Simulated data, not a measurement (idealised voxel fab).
Herein follows the process module entitled voxel self aligned vias.
Cross-section cut spans 270 nm and uses square cells 5 nm in size.
Heads up, the way a cross-section reads in here is a grid of square cells, handed over as bands from the top down, with every band being one or more rows of cells.
For a band, the entry starts with two heights in nm, that of the top and then that of the bottom, and carries on with the band's materials in order from left to right, each alongside its width in nm; the word "everywhere" beside a single material means it fills the band edge to edge, and "air" means empty space.
Note: height 0 marks the level under which the wafer is uniformly one material as received. Lowest band unbounded below, written "top 0, no bottom".
Read "30..40" as a graded width: first number on top, second number at the bottom, same change between each pair of neighbouring rows.
You'll sometimes find "no alteration" written for a step, and that's the way of saying that nowhere in the cross-section did a cell change during that step.
"Closed voids list" lists enclosed empty spaces (at least 8 cells, no open path upward to the top), each as width x height at distance from the left edge, in nm.
after a step's settings: what the simulator itself notes on the step
Among the settings permitted on a step's line is "overlay nm"; applied to a step with a mask, it specifies the extent to which the mask lay to the right of its planned position, whereas a negative figure signifies a position to the left.

So here's the lineup of process steps we planned:
1: RECEIVE, material Si
2: CONFORMAL_DEP, material SiO2, thk nm 15
3: CONFORMAL_DEP, material SiCN, thk nm 5
4: DIRECTIONAL_DEP, material SiO2, thk nm 20
5: DIRECTIONAL_DEP, material aC, thk nm 10
6: PATTERN, tone open, mask id LINES, material resist, width nm 30, pitch nm 70, thk nm 25, overlay nm 0
7: DIRECTIONAL_ETCH, etch materials aC, depth nm 10
8: STRIP, etch materials resist
9: DIRECTIONAL_ETCH, etch materials SiO2, depth nm 20
10: STRIP, etch materials aC
11: CONFORMAL_DEP, material TiN, thk nm 5
12: FILL_DEP, material Ru, thk nm 5
13: CMP, height nm 40
14: SELECTIVE_ETCH, etch materials W Ru TiN, depth nm 10
15: FILL_DEP, material SiN, thk nm 10
16: CMP, height nm 40
17: DIRECTIONAL_DEP, material SiO2, thk nm 20
18: PATTERN, tone open, mask id VIAS, material resist, width nm 50, thk nm 15, overlay nm 0
19: DIRECTIONAL_ETCH, etch materials SiO2, depth nm 20
20: DIRECTIONAL_ETCH, etch materials SiN, depth nm 10
21: STRIP, etch materials resist
22: CONFORMAL_DEP, material TiN, thk nm 5
23: FILL_DEP, material W, thk nm 10
24: CMP, height nm 60
25: CONFORMAL_DEP, material SiCN, thk nm 5

What follows covers the first of two wafers; it ran as planned:

Cross-section of the wafer as it came to us, i.e., already through step 1:
> top 0, no bottom: Si everywhere
> Closed voids list: none

Cross-section: wafer state after step 2:
> top 15, bottom 0: SiO2 everywhere
> Under the height 0 nothing was changed.

Cross-section: wafer state after step 3:
> top 20, bottom 15: SiCN everywhere
> Under the height 15 nothing was changed.

Cross-section: wafer state after step 4:
> top 40, bottom 20: SiO2 everywhere
> Under the height 20 nothing was changed.

Cross-section: wafer state after step 5:
> top 50, bottom 40: aC everywhere
> Under the height 40 nothing was changed.

Cross-section: wafer state after step 6:
> top 75, bottom 50: resist 85 nm, air 30 nm, resist 40 nm, air 30 nm, resist 85 nm
> Under the height 50 nothing was changed.

Cross-section: wafer state after step 7:
> top 65, bottom 50: resist 85 nm, air 30 nm, resist 40 nm, air 30 nm, resist 85 nm
> top 50, bottom 40: aC 85 nm, air 30 nm, aC 40 nm, air 30 nm, aC 85 nm
> Under the height 40 nothing was changed.

Cross-section: wafer state after step 8:
> top 50, bottom 40: aC 85 nm, air 30 nm, aC 40 nm, air 30 nm, aC 85 nm
> Under the height 40 nothing was changed.

Cross-section: wafer state after step 9:
> top 50, bottom 40: aC 85 nm, air 30 nm, aC 40 nm, air 30 nm, aC 85 nm
> top 40, bottom 20: SiO2 85 nm, air 30 nm, SiO2 40 nm, air 30 nm, SiO2 85 nm
> Under the height 20 nothing was changed.

Cross-section: wafer state after step 10:
> top 40, bottom 20: SiO2 85 nm, air 30 nm, SiO2 40 nm, air 30 nm, SiO2 85 nm
> Under the height 20 nothing was changed.

Cross-section: wafer state after step 11:
> top 45, bottom 40: TiN 90 nm, air 20 nm, TiN 50 nm, air 20 nm, TiN 90 nm
> top 40, bottom 25: SiO2 85 nm, TiN 5 nm, air 20 nm, TiN 5 nm, SiO2 40 nm, TiN 5 nm, air 20 nm, TiN 5 nm, SiO2 85 nm
> top 25, bottom 20: SiO2 85 nm, TiN 30 nm, SiO2 40 nm, TiN 30 nm, SiO2 85 nm
> Under the height 20 nothing was changed.

Cross-section: wafer state after step 12:
> top 50, bottom 45: Ru everywhere
> top 45, bottom 40: TiN 90 nm, Ru 20 nm, TiN 50 nm, Ru 20 nm, TiN 90 nm
> top 40, bottom 25: SiO2 85 nm, TiN 5 nm, Ru 20 nm, TiN 5 nm, SiO2 40 nm, TiN 5 nm, Ru 20 nm, TiN 5 nm, SiO2 85 nm
> Under the height 25 nothing was changed.

Cross-section: wafer state after step 13:
> top 40, bottom 25: SiO2 85 nm, TiN 5 nm, Ru 20 nm, TiN 5 nm, SiO2 40 nm, TiN 5 nm, Ru 20 nm, TiN 5 nm, SiO2 85 nm
> Under the height 25 nothing was changed.

Cross-section: wafer state after step 14:
> top 40, bottom 30: SiO2 85 nm, air 30 nm, SiO2 40 nm, air 30 nm, SiO2 85 nm
> Under the height 30 nothing was changed.

Cross-section: wafer state after step 15:
> top 50, bottom 40: SiN everywhere
> top 40, bottom 30: SiO2 85 nm, SiN 30 nm, SiO2 40 nm, SiN 30 nm, SiO2 85 nm
> Under the height 30 nothing was changed.

Cross-section: wafer state after step 16:
> top 40, bottom 30: SiO2 85 nm, SiN 30 nm, SiO2 40 nm, SiN 30 nm, SiO2 85 nm
> Under the height 30 nothing was changed.

Cross-section: wafer state after step 17:
> top 60, bottom 40: SiO2 everywhere
> Under the height 40 nothing was changed.

Cross-section: wafer state after step 18:
> top 75, bottom 60: resist 75 nm, air 50 nm, resist 145 nm
> Under the height 60 nothing was changed.

Cross-section: wafer state after step 19:
> top 75, bottom 60: resist 75 nm, air 50 nm, resist 145 nm
> top 60, bottom 40: SiO2 75 nm, air 50 nm, SiO2 145 nm
> Under the height 40 nothing was changed.

Cross-section: wafer state after step 20:
> top 75, bottom 60: resist 75 nm, air 50 nm, resist 145 nm
> top 60, bottom 40: SiO2 75 nm, air 50 nm, SiO2 145 nm
> top 40, bottom 30: SiO2 85 nm, air 30 nm, SiO2 40 nm, SiN 30 nm, SiO2 85 nm
> Under the height 30 nothing was changed.

Cross-section: wafer state after step 21:
> top 60, bottom 40: SiO2 75 nm, air 50 nm, SiO2 145 nm
> Under the height 40 nothing was changed.

Cross-section: wafer state after step 22:
> top 65, bottom 60: TiN 80 nm, air 40 nm, TiN 150 nm
> top 60, bottom 45: SiO2 75 nm, TiN 5 nm, air 40 nm, TiN 5 nm, SiO2 145 nm
> top 45, bottom 40: SiO2 75 nm, TiN 15 nm, air 20 nm, TiN 15 nm, SiO2 145 nm
> top 40, bottom 35: SiO2 85 nm, TiN 5 nm, air 20 nm, TiN 5 nm, SiO2 40 nm, SiN 30 nm, SiO2 85 nm
> top 35, bottom 30: SiO2 85 nm, TiN 30 nm, SiO2 40 nm, SiN 30 nm, SiO2 85 nm
> Under the height 30 nothing was changed.

Cross-section: wafer state after step 23:
> top 75, bottom 65: W everywhere
> top 65, bottom 60: TiN 80 nm, W 40 nm, TiN 150 nm
> top 60, bottom 45: SiO2 75 nm, TiN 5 nm, W 40 nm, TiN 5 nm, SiO2 145 nm
> top 45, bottom 40: SiO2 75 nm, TiN 15 nm, W 20 nm, TiN 15 nm, SiO2 145 nm
> top 40, bottom 35: SiO2 85 nm, TiN 5 nm, W 20 nm, TiN 5 nm, SiO2 40 nm, SiN 30 nm, SiO2 85 nm
> Under the height 35 nothing was changed.

Cross-section: wafer state after step 24:
> top 60, bottom 45: SiO2 75 nm, TiN 5 nm, W 40 nm, TiN 5 nm, SiO2 145 nm
> Under the height 45 nothing was changed.

Cross-section: wafer state after step 25:
> top 65, bottom 60: SiCN everywhere
> Under the height 60 nothing was changed.

It is to be noted that the second wafer proceeded from the same initial state and according to the same plan as the first, although one mistake was committed in its execution; through step 16, inclusive, the two wafers share an identical history:

Cross-section of the second wafer corresponding to the planned conclusion of step 17:
> top 55, bottom 40: SiO2 everywhere
> Under the height 40 nothing was changed.

Cross-section of the second wafer corresponding to the planned conclusion of step 18:
> top 70, bottom 55: resist 75 nm, air 50 nm, resist 145 nm
> Under the height 55 nothing was changed.

Cross-section of the second wafer corresponding to the planned conclusion of step 19:
> top 70, bottom 55: resist 75 nm, air 50 nm, resist 145 nm
> top 55, bottom 40: SiO2 75 nm, air 50 nm, SiO2 145 nm
> top 40, bottom 35: SiO2 75 nm, air 10 nm, SiN 30 nm, air 10 nm, SiO2 30 nm, SiN 30 nm, SiO2 85 nm
> Under the height 35 nothing was changed.

Cross-section of the second wafer corresponding to the planned conclusion of step 20:
> top 70, bottom 55: resist 75 nm, air 50 nm, resist 145 nm
> top 55, bottom 40: SiO2 75 nm, air 50 nm, SiO2 145 nm
> top 40, bottom 30: SiO2 75..85 nm, air 50..30 nm, SiO2 30..40 nm, SiN 30 nm, SiO2 85 nm
> Under the height 30 nothing was changed.

Cross-section of the second wafer corresponding to the planned conclusion of step 21:
> top 55, bottom 40: SiO2 75 nm, air 50 nm, SiO2 145 nm
> Under the height 40 nothing was changed.

Cross-section of the second wafer corresponding to the planned conclusion of step 22:
> top 60, bottom 55: TiN 80 nm, air 40 nm, TiN 150 nm
> top 55, bottom 40: SiO2 75 nm, TiN 5 nm, air 40 nm, TiN 5 nm, SiO2 145 nm
> top 40, bottom 35: SiO2 75 nm, TiN 15 nm, air 20 nm, TiN 15 nm, SiO2 30 nm, SiN 30 nm, SiO2 85 nm
> top 35, bottom 30: SiO2 85 nm, TiN 30 nm, SiO2 40 nm, SiN 30 nm, SiO2 85 nm
> Under the height 30 nothing was changed.

Cross-section of the second wafer corresponding to the planned conclusion of step 23:
> top 70, bottom 60: W everywhere
> top 60, bottom 55: TiN 80 nm, W 40 nm, TiN 150 nm
> top 55, bottom 40: SiO2 75 nm, TiN 5 nm, W 40 nm, TiN 5 nm, SiO2 145 nm
> top 40, bottom 35: SiO2 75 nm, TiN 15 nm, W 20 nm, TiN 15 nm, SiO2 30 nm, SiN 30 nm, SiO2 85 nm
> Under the height 35 nothing was changed.

Cross-section of the second wafer corresponding to the planned conclusion of step 24:
> top 60, bottom 55: TiN 80 nm, W 40 nm, TiN 150 nm
> Under the height 55 nothing was changed.

Cross-section of the second wafer corresponding to the planned conclusion of step 25:
> top 65, bottom 60: SiCN everywhere
> Under the height 60 nothing was changed.
Run error: step 17 changed vs plan, executed as DIRECTIONAL_DEP, material SiO2, thk nm 15
Counted in cells at the end, the second wafer holds more or fewer of these materials than the first: -48 SiO2 | +44 TiN | +4 W
